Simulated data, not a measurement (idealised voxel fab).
process module | voxel fin reveal
cross-section cut | 280 nm wide | cells 5 nm
A cross-section is a grid of square cells, given in bands from the top down. A band is one or more rows of cells.
Each band's line starts with the height of the band's top and of its bottom, in nm. Then come its materials from left to right, each with its width in nm. One material with "throughout" fills the band from edge to edge. "air" is empty space.
Height 0 is the level under which the wafer as received is all one material. The lowest band goes on downwards, as in "0 down".
A width such as "30 to 40" changes by the same amount from each row of cells to the next, from the band's top row to its bottom row.
"no change" after a step means that no cell of the cross-section changed.
closed voids: empty space of 8 cells or more with no open way to the top, each as width x height at its distance from the left edge, in nm
after a step's settings: what the simulator itself notes on the step
overlay nm, on a step with a mask: how far to the right of its planned place the mask lay; to the left if negative
plan
1 op RECEIVE | material Si
2 op CONFORMAL_DEP | material SiN | thk nm 10
3 op MASKED_ETCH | tone cover | mask id FINS | width nm 15 | pitch nm 40 | etch materials SiN | depth nm 10 | overlay nm 0
4 op MASKED_ETCH | tone cover | mask id FINS | width nm 15 | pitch nm 40 | etch materials Si | depth nm 40 | overlay nm 0
5 op FILL_DEP | material SiO2 | thk nm 5
6 op CMP | height nm 10
7 op SELECTIVE_ETCH | etch materials SiO2 | depth nm 40
8 op STRIP | etch materials SiN
as received, after step 1
  0 down: Si throughout
  closed voids: none
first wafer at the end, as planned
  0 to -30: air 70 | Si 15 | air 25 | Si 15 | air 25 | Si 15 | air 25 | Si 15 | air 75
  -30 to -40: SiO2 70 | Si 15 | SiO2 25 | Si 15 | SiO2 25 | Si 15 | SiO2 25 | Si 15 | SiO2 75
  -40 down: Si throughout
  closed voids: none
second wafer at the end: like start, like plan, one mistake
  10 to 0: air 70 | SiN 15 | air 25 | SiN 15 | air 25 | SiN 15 | air 25 | SiN 15 | air 75
  0 to -40: air 70 | Si 15 | air 25 | Si 15 | air 25 | Si 15 | air 25 | Si 15 | air 75
  -40 down: Si throughout
  closed voids: none
what went wrong: step 8 ran as: op STRIP | etch materials SiO2
at the end the second wafer has, in cells: 24 more of SiN | 88 fewer of SiO2
